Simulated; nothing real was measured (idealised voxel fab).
Presented below is a process module, voxel wiring stack.
Square cell edge 5 nm, section width 260 nm, ID cut.
When this document writes out a cross-section, it uses a grid of square cells and lists it as bands, beginning at the top and moving down, with a band standing for one or more rows of cells.
For a band, the entry starts with two heights in nm, that of the top and then that of the bottom, and carries on with the band's materials in order from left to right, each alongside its width in nm; the word "all across" beside a single material means it fills the band edge to edge, and "air" means empty space.
Height datum 0, below which the as-received substrate wafer is one material. Lowest band open at the bottom, running downward: "top 0, no bottom".
When a width is written as two numbers, as in "30..40", the first number is the width in the top row of cells of the band and the second is the width in its bottom row, and the width changes by the same amount from each row to the next.
Basically "remained the same" means that step didn't change any cell in the cross-section.
This entry, "Fully sealed voids", enumerates those empty regions of no fewer than 8 cells that possess no open connection to the top. Each region is reported in the form width x height at distance, the distance being taken from the left edge, with all three quantities expressed in nm.
Formally, on a step line, whatever follows the settings is a remark that the simulator itself makes on the step.
"overlay nm" denotes, for a step that has a mask, the displacement of the mask to the right of its planned place, with negative values corresponding to the left.
Layout of what follows: cross-section pairs, each bracketing one process step, the after cross-section shown only to the lowest band that changed, the step between and its settings noted under each pair. Pairs may originate in different runs of this module on the same starting wafer; a pair continues from the pair above only where its entry headed "Prior to processing" says so.

[Prior to processing]
top 125, bottom 90 = 55 resist, 30 air, 30 resist, 30 air, 30 resist, 30 air, 55 resist
top 90, bottom 75 = 55 aC, 15 air, 105 aC, 15 air, 70 aC
top 75, bottom 60 = 55 lowk, 15 air, 105 lowk, 15 air, 70 lowk
top 60, bottom 45 = 55 lowk, 15 aC, 105 lowk, 15 aC, 70 lowk
top 45, bottom 40 = SiCN all across
top 40, bottom 35 = 55 SiN, 30 TiN, 30 SiN, 30 TiN, 30 SiN, 30 TiN, 55 SiN
top 35, bottom 0 = SiO2 all across
top 0, no bottom = Si all across
Fully sealed voids: none

[Step Outcome]
top 110, bottom 90 = 55 resist, 30 air, 30 resist, 30 air, 30 resist, 30 air, 55 resist
top 90, bottom 75 = 55 aC, 30 air, 30 aC, 30 air, 30 aC, 30 air, 55 aC
top 75, bottom 45 = 55 lowk, 15 air, 105 lowk, 15 air, 70 lowk
Rest of section, below 45: as before.
Fully sealed voids: none
Between the two cross-sections shown above, the process step is DIRECTIONAL_ETCH,etch materials aC,depth nm 15

Prior to processing: The cross-section prior to this step is the one presented after the step of the pair immediately above.

[Step Outcome]
top 90, bottom 75 = 55 aC, 30 air, 30 aC, 30 air, 30 aC, 30 air, 55 aC
Rest of section, below 75: as before.
Fully sealed voids: none
Between the two cross-sections shown above, the process step is STRIP,etch materials resist

Prior to processing: The cross-section prior to this step is the one presented after the step of the pair immediately above.

[Step Outcome]
top 90, bottom 75 = 55 aC, 30 air, 30 aC, 30 air, 30 aC, 30 air, 55 aC
top 75, bottom 60 = 55 lowk, 30 air, 30 lowk, 30 air, 30 lowk, 30 air, 55 lowk
Rest of section, below 60: as before.
Fully sealed voids: none
Between the two cross-sections shown above, the process step is DIRECTIONAL_ETCH,etch materials lowk,depth nm 15

Prior to processing: The cross-section prior to this step is the one presented after the step of the pair immediately above.

[Step Outcome]
top 90, bottom 75 = 55 aC, 30 air, 30 aC, 30 air, 30 aC, 30 air, 55 aC
top 75, bottom 60 = 55 lowk, 30 air, 30 lowk, 30 air, 30 lowk, 30 air, 55 lowk
top 60, bottom 45 = 55 lowk, 15 air, 105 lowk, 15 air, 70 lowk
top 45, bottom 40 = 55 SiCN, 15 air, 105 SiCN, 15 air, 70 SiCN
Rest of section, below 40: as before.
Fully sealed voids: none
Between the two cross-sections shown above, the process step is DIRECTIONAL_ETCH,etch materials SiCN,depth nm 5

Prior to processing: The cross-section prior to this step is the one presented after the step of the pair immediately above.

[Step Outcome]
top 75, bottom 60 = 55 lowk, 30 air, 30 lowk, 30 air, 30 lowk, 30 air, 55 lowk
Rest of section, below 60: as before.
Fully sealed voids: none
Between the two cross-sections shown above, the process step is STRIP,etch materials aC

Prior to processing: The cross-section prior to this step is the one presented after the step of the pair immediately above.

[Step Outcome]
top 80, bottom 75 = 60 TiN, 20 air, 40 TiN, 20 air, 40 TiN, 20 air, 60 TiN
top 75, bottom 65 = 55 lowk, 5 TiN, 20 air, 5 TiN, 30 lowk, 5 TiN, 20 air, 5 TiN, 30 lowk, 5 TiN, 20 air, 5 TiN, 55 lowk
top 65, bottom 60 = 55 lowk, 5 TiN, 5 air, 20 TiN, 30 lowk, 30 TiN, 30 lowk, 5 TiN, 5 air, 20 TiN, 55 lowk
top 60, bottom 45 = 55 lowk, 5 TiN, 5 air, 5 TiN, 105 lowk, 5 TiN, 5 air, 5 TiN, 70 lowk
top 45, bottom 40 = 55 SiCN, 15 TiN, 105 SiCN, 15 TiN, 70 SiCN
Rest of section, below 40: as before.
Fully sealed voids: none
Between the two cross-sections shown above, the process step is CONFORMAL_DEP,material TiN,thk nm 5

Prior to processing: The cross-section prior to this step is the one presented after the step of the pair immediately above.

[Step Outcome]
top 85, bottom 80 = Cu all across
top 80, bottom 75 = 60 TiN, 20 Cu, 40 TiN, 20 Cu, 40 TiN, 20 Cu, 60 TiN
top 75, bottom 65 = 55 lowk, 5 TiN, 20 Cu, 5 TiN, 30 lowk, 5 TiN, 20 Cu, 5 TiN, 30 lowk, 5 TiN, 20 Cu, 5 TiN, 55 lowk
top 65, bottom 60 = 55 lowk, 5 TiN, 5 Cu, 20 TiN, 30 lowk, 30 TiN, 30 lowk, 5 TiN, 5 Cu, 20 TiN, 55 lowk
top 60, bottom 45 = 55 lowk, 5 TiN, 5 Cu, 5 TiN, 105 lowk, 5 TiN, 5 Cu, 5 TiN, 70 lowk
Rest of section, below 45: as before.
Fully sealed voids: none
Between the two cross-sections shown above, the process step is FILL_DEP,material Cu,thk nm 5

Prior to processing: The cross-section prior to this step is the one presented after the step of the pair immediately above.

[Step Outcome]
top 75, bottom 65 = 55 lowk, 5 TiN, 20 Cu, 5 TiN, 30 lowk, 5 TiN, 20 Cu, 5 TiN, 30 lowk, 5 TiN, 20 Cu, 5 TiN, 55 lowk
Rest of section, below 65: as before.
Fully sealed voids: none
Between the two cross-sections shown above, the process step is CMP,height nm 75

Prior to processing: The cross-section prior to this step is the one presented after the step of the pair immediately above.

[Step Outcome]
top 80, bottom 75 = SiCN all across
Rest of section, below 75: as before.
Fully sealed voids: none
Between the two cross-sections shown above, the process step is CONFORMAL_DEP,material SiCN,thk nm 5

Prior to processing: The cross-section prior to this step is the one presented after the step of the pair immediately above.

[Step Outcome]
top 100, bottom 80 = SiO2 all across
Rest of section, below 80: as before.
Fully sealed voids: none
Between the two cross-sections shown above, the process step is DIRECTIONAL_DEP,material SiO2,thk nm 20

Prior to processing: The cross-section prior to this step is the one presented after the step of the pair immediately above.

[Step Outcome]
top 115, bottom 100 = 55 resist, 15 air, 45 resist, 15 air, 45 resist, 15 air, 70 resist
Rest of section, below 100: as before.
Fully sealed voids: none
Between the two cross-sections shown above, the process step is PATTERN,tone open,mask id PLUG_2,material resist,width nm 15,pitch nm 60,thk nm 15,overlay nm 0

Prior to processing: The cross-section prior to this step is the one presented after the step of the pair immediately above.

[Step Outcome]
top 115, bottom 100 = 55 resist, 15 air, 45 resist, 15 air, 45 resist, 15 air, 70 resist
top 100, bottom 80 = 55 SiO2, 15 air, 45 SiO2, 15 air, 45 SiO2, 15 air, 70 SiO2
Rest of section, below 80: as before.
Fully sealed voids: none
Between the two cross-sections shown above, the process step is DIRECTIONAL_ETCH,etch materials SiO2,depth nm 20

Prior to processing: The cross-section prior to this step is the one presented after the step of the pair immediately above.

[Step Outcome]
top 115, bottom 100 = 55 resist, 15 air, 45 resist, 15 air, 45 resist, 15 air, 70 resist
top 100, bottom 80 = 55 SiO2, 15 air, 45 SiO2, 15 air, 45 SiO2, 15 air, 70 SiO2
top 80, bottom 75 = 55 SiCN, 15 air, 45 SiCN, 15 air, 45 SiCN, 15 air, 70 SiCN
Rest of section, below 75: as before.
Fully sealed voids: none
Between the two cross-sections shown above, the process step is DIRECTIONAL_ETCH,etch materials SiCN,depth nm 5

Prior to processing: The cross-section prior to this step is the one presented after the step of the pair immediately above.

[Step Outcome]
top 100, bottom 80 = 55 SiO2, 15 air, 45 SiO2, 15 air, 45 SiO2, 15 air, 70 SiO2
Rest of section, below 80: as before.
Fully sealed voids: none
Between the two cross-sections shown above, the process step is STRIP,etch materials resist

Prior to processing: The cross-section prior to this step is the one presented after the step of the pair immediately above.

[Step Outcome]
top 105, bottom 100 = 60 TiN, 5 air, 55 TiN, 5 air, 55 TiN, 5 air, 75 TiN
top 100, bottom 80 = 55 SiO2, 5 TiN, 5 air, 5 TiN, 45 SiO2, 5 TiN, 5 air, 5 TiN, 45 SiO2, 5 TiN, 5 air, 5 TiN, 70 SiO2
top 80, bottom 75 = 55 SiCN, 15 TiN, 45 SiCN, 15 TiN, 45 SiCN, 15 TiN, 70 SiCN
Rest of section, below 75: as before.
Fully sealed voids: none
Between the two cross-sections shown above, the process step is CONFORMAL_DEP,material TiN,thk nm 5

Prior to processing: The cross-section prior to this step is the one presented after the step of the pair immediately above.

[Step Outcome]
top 115, bottom 105 = Cu all across
top 105, bottom 100 = 60 TiN, 5 Cu, 55 TiN, 5 Cu, 55 TiN, 5 Cu, 75 TiN
top 100, bottom 80 = 55 SiO2, 5 TiN, 5 Cu, 5 TiN, 45 SiO2, 5 TiN, 5 Cu, 5 TiN, 45 SiO2, 5 TiN, 5 Cu, 5 TiN, 70 SiO2
Rest of section, below 80: as before.
Fully sealed voids: none
Between the two cross-sections shown above, the process step is FILL_DEP,material Cu,thk nm 10

Prior to processing: The cross-section prior to this step is the one presented after the step of the pair immediately above.

[Step Outcome]
top 100, bottom 80 = 55 SiO2, 5 TiN, 5 Cu, 5 TiN, 45 SiO2, 5 TiN, 5 Cu, 5 TiN, 45 SiO2, 5 TiN, 5 Cu, 5 TiN, 70 SiO2
Rest of section, below 80: as before.
Fully sealed voids: none
Between the two cross-sections shown above, the process step is CMP,height nm 100

Prior to processing: The cross-section prior to this step is the one presented after the step of the pair immediately above.

[Step Outcome]
top 105, bottom 100 = TiN all across
Rest of section, below 100: as before.
Fully sealed voids: none
Between the two cross-sections shown above, the process step is DIRECTIONAL_DEP,material TiN,thk nm 5

Prior to processing: The cross-section prior to this step is the one presented after the step of the pair immediately above.

[Step Outcome]
top 130, bottom 105 = W all across
Rest of section, below 105: as before.
Fully sealed voids: none
Between the two cross-sections shown above, the process step is DIRECTIONAL_DEP,material W,thk nm 25

Prior to processing: The cross-section prior to this step is the one presented after the step of the pair immediately above.

[Step Outcome]
top 130, bottom 105 = 55 air, 30 W, 30 air, 30 W, 30 air, 30 W, 55 air
Rest of section, below 105: as before.
Fully sealed voids: none
Between the two cross-sections shown above, the process step is MASKED_ETCH,tone cover,mask id METAL_3,width nm 30,pitch nm 60,etch materials W,depth nm 25,overlay nm 0

Prior to processing: The cross-section prior to this step is the one presented after the step of the pair immediately above.

[Step Outcome]
top 130, bottom 105 = 55 air, 30 W, 30 air, 30 W, 30 air, 30 W, 55 air
top 105, bottom 100 = 55 air, 30 TiN, 30 air, 30 TiN, 30 air, 30 TiN, 55 air
Rest of section, below 100: as before.
Fully sealed voids: none
Between the two cross-sections shown above, the process step is MASKED_ETCH,tone cover,mask id METAL_3,width nm 30,pitch nm 60,etch materials TiN,depth nm 5,overlay nm 0

Prior to processing: The cross-section prior to this step is the one presented after the step of the pair immediately above.

[Step Outcome]
top 135, bottom 130 = 50 air, 40 SiCN, 20 air, 40 SiCN, 20 air, 40 SiCN, 50 air
top 130, bottom 105 = 50 air, 5 SiCN, 30 W, 5 SiCN, 20 air, 5 SiCN, 30 W, 5 SiCN, 20 air, 5 SiCN, 30 W, 5 SiCN, 50 air
top 105, bottom 100 = 55 SiCN, 30 TiN, 30 SiCN, 30 TiN, 30 SiCN, 30 TiN, 55 SiCN
Rest of section, below 100: as before.
Fully sealed voids: none
Between the two cross-sections shown above, the process step is CONFORMAL_DEP,material SiCN,thk nm 5

Prior to processing: The cross-section prior to this step is the one presented after the step of the pair immediately above.

[Step Outcome]
top 145, bottom 135 = SiO2 all across
top 135, bottom 130 = 50 SiO2, 40 SiCN, 20 SiO2, 40 SiCN, 20 SiO2, 40 SiCN, 50 SiO2
top 130, bottom 105 = 50 SiO2, 5 SiCN, 30 W, 5 SiCN, 20 SiO2, 5 SiCN, 30 W, 5 SiCN, 20 SiO2, 5 SiCN, 30 W, 5 SiCN, 50 SiO2
Rest of section, below 105: as before.
Fully sealed voids: none
Between the two cross-sections shown above, the process step is FILL_DEP,material SiO2,thk nm 10

Prior to processing: The cross-section prior to this step is the one presented after the step of the pair immediately above.

[Step Outcome]
top 130, bottom 105 = 50 SiO2, 5 SiCN, 30 W, 5 SiCN, 20 SiO2, 5 SiCN, 30 W, 5 SiCN, 20 SiO2, 5 SiCN, 30 W, 5 SiCN, 50 SiO2
Rest of section, below 105: as before.
Fully sealed voids: none
Between the two cross-sections shown above, the process step is CMP,height nm 130

Prior to processing: The cross-section prior to this step is the one presented after the step of the pair immediately above.

[Step Outcome]
top 135, bottom 130 = SiCN all across
Rest of section, below 130: as before.
Fully sealed voids: none
Between the two cross-sections shown above, the process step is CONFORMAL_DEP,material SiCN,thk nm 5

Prior to processing: The cross-section prior to this step is the one presented after the step of the pair immediately above.

[Step Outcome]
top 155, bottom 135 = lowk all across
Rest of section, below 135: as before.
Fully sealed voids: none
Between the two cross-sections shown above, the process step is DIRECTIONAL_DEP,material lowk,thk nm 20

Prior to processing: The cross-section prior to this step is the one presented after the step of the pair immediately above.

[Step Outcome]
top 155, bottom 135 = 55 lowk, 15 air, 105 lowk, 15 air, 70 lowk
Rest of section, below 135: as before.
Fully sealed voids: none
Between the two cross-sections shown above, the process step is MASKED_ETCH,tone open,mask id PLUG_3,width nm 15,pitch nm 120,etch materials lowk,depth nm 20,overlay nm 0

Prior to processing: The cross-section prior to this step is the one presented after the step of the pair immediately above.

[Step Outcome]
top 155, bottom 135 = 55 lowk, 15 air, 105 lowk, 15 air, 70 lowk
top 135, bottom 130 = 55 SiCN, 15 air, 105 SiCN, 15 air, 70 SiCN
Rest of section, below 130: as before.
Fully sealed voids: none
Between the two cross-sections shown above, the process step is MASKED_ETCH,tone open,mask id PLUG_3,width nm 15,pitch nm 120,etch materials SiCN,depth nm 5,overlay nm 0

Prior to processing: The cross-section prior to this step is the one presented after the step of the pair immediately above.

[Step Outcome]
top 155, bottom 140 = 55 lowk, 15 air, 105 lowk, 15 air, 70 lowk
top 140, bottom 135 = 55 lowk, 15 Ru, 105 lowk, 15 Ru, 70 lowk
top 135, bottom 130 = 55 SiCN, 15 Ru, 105 SiCN, 15 Ru, 70 SiCN
Rest of section, below 130: as before.
Fully sealed voids: none
Between the two cross-sections shown above, the process step is EPI,material Ru,thk nm 10

Prior to processing: The cross-section prior to this step is the one presented after the step of the pair immediately above.

[Step Outcome]
top 155, bottom 150 = 55 lowk, 15 air, 105 lowk, 15 air, 70 lowk
top 150, bottom 135 = 55 lowk, 15 Ru, 105 lowk, 15 Ru, 70 lowk
Rest of section, below 135: as before.
Fully sealed voids: none
Between the two cross-sections shown above, the process step is EPI,material Ru,thk nm 10

Prior to processing: The cross-section prior to this step is the one presented after the step of the pair immediately above.

[Step Outcome]
top 155, bottom 135 = 55 lowk, 15 Ru, 105 lowk, 15 Ru, 70 lowk
Rest of section, below 135: as before.
Fully sealed voids: none
Between the two cross-sections shown above, the process step is EPI,material Ru,thk nm 5

Prior to processing: The cross-section prior to this step is the one presented after the step of the pair immediately above.

[Step Outcome]
top 160, bottom 155 = SiCN all across
Rest of section, below 155: as before.
Fully sealed voids: none
Between the two cross-sections shown above, the process step is CONFORMAL_DEP,material SiCN,thk nm 5

Prior to processing: The cross-section prior to this step is the one presented after the step of the pair immediately above.

[Step Outcome]
top 185, bottom 160 = SiO2 all across
Rest of section, below 160: as before.
Fully sealed voids: none
Between the two cross-sections shown above, the process step is DIRECTIONAL_DEP,material SiO2,thk nm 25

Prior to processing: The cross-section prior to this step is the one presented after the step of the pair immediately above.

[Step Outcome]
top 205, bottom 185 = 55 resist, 30 air, 30 resist, 30 air, 30 resist, 30 air, 55 resist
Rest of section, below 185: as before.
Fully sealed voids: none
Between the two cross-sections shown above, the process step is PATTERN,tone open,mask id METAL_4,material resist,width nm 30,pitch nm 60,thk nm 20,overlay nm 0

Prior to processing: The cross-section prior to this step is the one presented after the step of the pair immediately above.

[Step Outcome]
top 205, bottom 185 = 55 resist, 30 air, 30 resist, 30 air, 30 resist, 30 air, 55 resist
top 185, bottom 160 = 55 SiO2, 30 air, 30 SiO2, 30 air, 30 SiO2, 30 air, 55 SiO2
Rest of section, below 160: as before.
Fully sealed voids: none
Between the two cross-sections shown above, the process step is DIRECTIONAL_ETCH,etch materials SiO2,depth nm 25

Prior to processing: The cross-section prior to this step is the one presented after the step of the pair immediately above.

[Step Outcome]
top 205, bottom 185 = 55 resist, 30 air, 30 resist, 30 air, 30 resist, 30 air, 55 resist
top 185, bottom 160 = 55 SiO2, 30 air, 30 SiO2, 30 air, 30 SiO2, 30 air, 55 SiO2
top 160, bottom 155 = 55 SiCN, 30 air, 30 SiCN, 30 air, 30 SiCN, 30 air, 55 SiCN
Rest of section, below 155: as before.
Fully sealed voids: none
Between the two cross-sections shown above, the process step is DIRECTIONAL_ETCH,etch materials SiCN,depth nm 5

Prior to processing: The cross-section prior to this step is the one presented after the step of the pair immediately above.

[Step Outcome]
top 185, bottom 160 = 55 SiO2, 30 air, 30 SiO2, 30 air, 30 SiO2, 30 air, 55 SiO2
Rest of section, below 160: as before.
Fully sealed voids: none
Between the two cross-sections shown above, the process step is STRIP,etch materials resist

Prior to processing: The cross-section prior to this step is the one presented after the step of the pair immediately above.

[Step Outcome]
top 190, bottom 185 = 60 TiN, 20 air, 40 TiN, 20 air, 40 TiN, 20 air, 60 TiN
top 185, bottom 160 = 55 SiO2, 5 TiN, 20 air, 5 TiN, 30 SiO2, 5 TiN, 20 air, 5 TiN, 30 SiO2, 5 TiN, 20 air, 5 TiN, 55 SiO2
top 160, bottom 155 = 55 SiCN, 30 TiN, 30 SiCN, 30 TiN, 30 SiCN, 30 TiN, 55 SiCN
Rest of section, below 155: as before.
Fully sealed voids: none
Between the two cross-sections shown above, the process step is CONFORMAL_DEP,material TiN,thk nm 5

Prior to processing: The cross-section prior to this step is the one presented after the step of the pair immediately above.

[Step Outcome]
top 195, bottom 190 = W all across
top 190, bottom 185 = 60 TiN, 20 W, 40 TiN, 20 W, 40 TiN, 20 W, 60 TiN
top 185, bottom 160 = 55 SiO2, 5 TiN, 20 W, 5 TiN, 30 SiO2, 5 TiN, 20 W, 5 TiN, 30 SiO2, 5 TiN, 20 W, 5 TiN, 55 SiO2
Rest of section, below 160: as before.
Fully sealed voids: none
Between the two cross-sections shown above, the process step is FILL_DEP,material W,thk nm 5

Prior to processing: The cross-section prior to this step is the one presented after the step of the pair immediately above.

[Step Outcome]
top 185, bottom 160 = 55 SiO2, 5 TiN, 20 W, 5 TiN, 30 SiO2, 5 TiN, 20 W, 5 TiN, 30 SiO2, 5 TiN, 20 W, 5 TiN, 55 SiO2
Rest of section, below 160: as before.
Fully sealed voids: none
Between the two cross-sections shown above, the process step is CMP,height nm 185

Prior to processing: The cross-section prior to this step is the one presented after the step of the pair immediately above.

[Step Outcome]
top 190, bottom 185 = 50 air, 40 Ru, 20 air, 40 Ru, 20 air, 40 Ru, 50 air
Rest of section, below 185: as before.
Fully sealed voids: none
Between the two cross-sections shown above, the process step is EPI,material Ru,thk nm 5

Prior to processing: The cross-section prior to this step is the one presented after the step of the pair immediately above.

[Step Outcome]
top 195, bottom 190 = SiCN all across
top 190, bottom 185 = 50 SiCN, 40 Ru, 20 SiCN, 40 Ru, 20 SiCN, 40 Ru, 50 SiCN
Rest of section, below 185: as before.
Fully sealed voids: none
Between the two cross-sections shown above, the process step is FILL_DEP,material SiCN,thk nm 5

[Prior to processing]
top 0, no bottom = Si all across
Fully sealed voids: none

[Step Outcome]
top 10, bottom 0 = SiO2 all across
Rest of section, below 0: as before.
Fully sealed voids: none
Between the two cross-sections shown above, the process step is CONFORMAL_DEP,material SiO2,thk nm 10

Prior to processing: The cross-section prior to this step is the one presented after the step of the pair immediately above.

[Step Outcome]
top 15, bottom 10 = SiN all across
Rest of section, below 10: as before.
Fully sealed voids: none
Between the two cross-sections shown above, the process step is CONFORMAL_DEP,material SiN,thk nm 5

Prior to processing: The cross-section prior to this step is the one presented after the step of the pair immediately above.

[Step Outcome]
top 35, bottom 15 = SiO2 all across
Rest of section, below 15: as before.
Fully sealed voids: none
Between the two cross-sections shown above, the process step is DIRECTIONAL_DEP,material SiO2,thk nm 20

Prior to processing: The cross-section prior to this step is the one presented after the step of the pair immediately above.

[Step Outcome]
top 55, bottom 35 = 55 resist, 30 air, 30 resist, 30 air, 30 resist, 30 air, 55 resist
Rest of section, below 35: as before.
Fully sealed voids: none
Between the two cross-sections shown above, the process step is PATTERN,tone open,mask id METAL_1,material resist,width nm 30,pitch nm 60,thk nm 20,overlay nm 0

Prior to processing: The cross-section prior to this step is the one presented after the step of the pair immediately above.

[Step Outcome]
top 55, bottom 35 = 55 resist, 30 air, 30 resist, 30 air, 30 resist, 30 air, 55 resist
top 35, bottom 15 = 55 SiO2, 30 air, 30 SiO2, 30 air, 30 SiO2, 30 air, 55 SiO2
Rest of section, below 15: as before.
Fully sealed voids: none
Between the two cross-sections shown above, the process step is DIRECTIONAL_ETCH,etch materials SiO2,depth nm 20

Prior to processing: The cross-section prior to this step is the one presented after the step of the pair immediately above.

[Step Outcome]
top 55, bottom 35 = 55 resist, 30 air, 30 resist, 30 air, 30 resist, 30 air, 55 resist
top 35, bottom 15 = 55 SiO2, 30 air, 30 SiO2, 30 air, 30 SiO2, 30 air, 55 SiO2
top 15, bottom 10 = 55 SiN, 30 air, 30 SiN, 30 air, 30 SiN, 30 air, 55 SiN
Rest of section, below 10: as before.
Fully sealed voids: none
Between the two cross-sections shown above, the process step is DIRECTIONAL_ETCH,etch materials SiN,depth nm 5

Prior to processing: The cross-section prior to this step is the one presented after the step of the pair immediately above.

[Step Outcome]
top 35, bottom 15 = 55 SiO2, 30 air, 30 SiO2, 30 air, 30 SiO2, 30 air, 55 SiO2
Rest of section, below 15: as before.
Fully sealed voids: none
Between the two cross-sections shown above, the process step is STRIP,etch materials resist

Prior to processing: The cross-section prior to this step is the one presented after the step of the pair immediately above.

[Step Outcome]
top 40, bottom 35 = 60 TiN, 20 air, 40 TiN, 20 air, 40 TiN, 20 air, 60 TiN
top 35, bottom 15 = 55 SiO2, 5 TiN, 20 air, 5 TiN, 30 SiO2, 5 TiN, 20 air, 5 TiN, 30 SiO2, 5 TiN, 20 air, 5 TiN, 55 SiO2
top 15, bottom 10 = 55 SiN, 30 TiN, 30 SiN, 30 TiN, 30 SiN, 30 TiN, 55 SiN
Rest of section, below 10: as before.
Fully sealed voids: none
Between the two cross-sections shown above, the process step is CONFORMAL_DEP,material TiN,thk nm 5

Prior to processing: The cross-section prior to this step is the one presented after the step of the pair immediately above.

[Step Outcome]
top 45, bottom 40 = Cu all across
top 40, bottom 35 = 60 TiN, 20 Cu, 40 TiN, 20 Cu, 40 TiN, 20 Cu, 60 TiN
top 35, bottom 15 = 55 SiO2, 5 TiN, 20 Cu, 5 TiN, 30 SiO2, 5 TiN, 20 Cu, 5 TiN, 30 SiO2, 5 TiN, 20 Cu, 5 TiN, 55 SiO2
Rest of section, below 15: as before.
Fully sealed voids: none
Between the two cross-sections shown above, the process step is FILL_DEP,material Cu,thk nm 5

Prior to processing: The cross-section prior to this step is the one presented after the step of the pair immediately above.

[Step Outcome]
top 40, bottom 35 = 60 TiN, 20 Cu, 40 TiN, 20 Cu, 40 TiN, 20 Cu, 60 TiN
Rest of section, below 35: as before.
Fully sealed voids: none
Between the two cross-sections shown above, the process step is CMP,height nm 40

Prior to processing: The cross-section prior to this step is the one presented after the step of the pair immediately above.

[Step Outcome]
top 45, bottom 40 = SiCN all across
Rest of section, below 40: as before.
Fully sealed voids: none
Between the two cross-sections shown above, the process step is CONFORMAL_DEP,material SiCN,thk nm 5

Prior to processing: The cross-section prior to this step is the one presented after the step of the pair immediately above.

[Step Outcome]
top 75, bottom 45 = lowk all across
Rest of section, below 45: as before.
Fully sealed voids: none
Between the two cross-sections shown above, the process step is DIRECTIONAL_DEP,material lowk,thk nm 30

Prior to processing: The cross-section prior to this step is the one presented after the step of the pair immediately above.

[Step Outcome]
top 95, bottom 75 = 55 resist, 15 air, 105 resist, 15 air, 70 resist
Rest of section, below 75: as before.
Fully sealed voids: none
Between the two cross-sections shown above, the process step is PATTERN,tone open,mask id METAL_2_HOLES,material resist,width nm 15,pitch nm 120,thk nm 20,overlay nm 0

Prior to processing: The cross-section prior to this step is the one presented after the step of the pair immediately above.

[Step Outcome]
top 95, bottom 75 = 55 resist, 15 air, 105 resist, 15 air, 70 resist
top 75, bottom 45 = 55 lowk, 15 air, 105 lowk, 15 air, 70 lowk
Rest of section, below 45: as before.
Fully sealed voids: none
Between the two cross-sections shown above, the process step is DIRECTIONAL_ETCH,etch materials lowk,depth nm 30

Prior to processing: The cross-section prior to this step is the one presented after the step of the pair immediately above.

[Step Outcome]
top 75, bottom 45 = 55 lowk, 15 air, 105 lowk, 15 air, 70 lowk
Rest of section, below 45: as before.
Fully sealed voids: none
Between the two cross-sections shown above, the process step is STRIP,etch materials resist

Prior to processing: The cross-section prior to this step is the one presented after the step of the pair immediately above.

[Step Outcome]
top 90, bottom 75 = 55 aC, 15 air, 105 aC, 15 air, 70 aC
top 75, bottom 60 = 55 lowk, 15 air, 105 lowk, 15 air, 70 lowk
top 60, bottom 45 = 55 lowk, 15 aC, 105 lowk, 15 aC, 70 lowk
Rest of section, below 45: as before.
Fully sealed voids: none
Between the two cross-sections shown above, the process step is DIRECTIONAL_DEP,material aC,thk nm 15

Prior to processing: The cross-section prior to this step is the one presented after the step of the pair immediately above.

[Step Outcome]
top 125, bottom 90 = 55 resist, 30 air, 30 resist, 30 air, 30 resist, 30 air, 55 resist
Rest of section, below 90: as before.
Fully sealed voids: none
Between the two cross-sections shown above, the process step is PATTERN,tone open,mask id METAL_2,material resist,width nm 30,pitch nm 60,thk nm 35,overlay nm 0

Prior to processing: The cross-section prior to this step is the one presented after the step of the pair immediately above.

[Step Outcome]
top 110, bottom 90 = 55 resist, 30 air, 30 resist, 30 air, 30 resist, 30 air, 55 resist
top 90, bottom 75 = 55 aC, 30 air, 30 aC, 30 air, 30 aC, 30 air, 55 aC
top 75, bottom 45 = 55 lowk, 15 air, 105 lowk, 15 air, 70 lowk
Rest of section, below 45: as before.
Fully sealed voids: none
Between the two cross-sections shown above, the process step is DIRECTIONAL_ETCH,etch materials aC,depth nm 15

Prior to processing: The cross-section prior to this step is the one presented after the step of the pair immediately above.

[Step Outcome]
top 90, bottom 75 = 55 aC, 30 air, 30 aC, 30 air, 30 aC, 30 air, 55 aC
Rest of section, below 75: as before.
Fully sealed voids: none
Between the two cross-sections shown above, the process step is STRIP,etch materials resist

Prior to processing: The cross-section prior to this step is the one presented after the step of the pair immediately above.

[Step Outcome]
top 90, bottom 75 = 55 aC, 30 air, 30 aC, 30 air, 30 aC, 30 air, 55 aC
top 75, bottom 60 = 55 lowk, 30 air, 30 lowk, 30 air, 30 lowk, 30 air, 55 lowk
Rest of section, below 60: as before.
Fully sealed voids: none
Between the two cross-sections shown above, the process step is DIRECTIONAL_ETCH,etch materials lowk,depth nm 15

Prior to processing: The cross-section prior to this step is the one presented after the step of the pair immediately above.

[Step Outcome]
top 90, bottom 75 = 55 aC, 30 air, 30 aC, 30 air, 30 aC, 30 air, 55 aC
top 75, bottom 60 = 55 lowk, 30 air, 30 lowk, 30 air, 30 lowk, 30 air, 55 lowk
top 60, bottom 45 = 55 lowk, 15 air, 105 lowk, 15 air, 70 lowk
top 45, bottom 40 = 55 SiCN, 15 air, 105 SiCN, 15 air, 70 SiCN
Rest of section, below 40: as before.
Fully sealed voids: none
Between the two cross-sections shown above, the process step is DIRECTIONAL_ETCH,etch materials SiCN,depth nm 5

Prior to processing: The cross-section prior to this step is the one presented after the step of the pair immediately above.

[Step Outcome]
top 75, bottom 60 = 55 lowk, 30 air, 30 lowk, 30 air, 30 lowk, 30 air, 55 lowk
Rest of section, below 60: as before.
Fully sealed voids: none
Between the two cross-sections shown above, the process step is STRIP,etch materials aC

Prior to processing: The cross-section prior to this step is the one presented after the step of the pair immediately above.

[Step Outcome]
top 80, bottom 75 = 60 TiN, 20 air, 40 TiN, 20 air, 40 TiN, 20 air, 60 TiN
top 75, bottom 65 = 55 lowk, 5 TiN, 20 air, 5 TiN, 30 lowk, 5 TiN, 20 air, 5 TiN, 30 lowk, 5 TiN, 20 air, 5 TiN, 55 lowk
top 65, bottom 60 = 55 lowk, 5 TiN, 5 air, 20 TiN, 30 lowk, 30 TiN, 30 lowk, 5 TiN, 5 air, 20 TiN, 55 lowk
top 60, bottom 45 = 55 lowk, 5 TiN, 5 air, 5 TiN, 105 lowk, 5 TiN, 5 air, 5 TiN, 70 lowk
top 45, bottom 40 = 55 SiCN, 15 TiN, 105 SiCN, 15 TiN, 70 SiCN
Rest of section, below 40: as before.
Fully sealed voids: none
Between the two cross-sections shown above, the process step is CONFORMAL_DEP,material TiN,thk nm 5
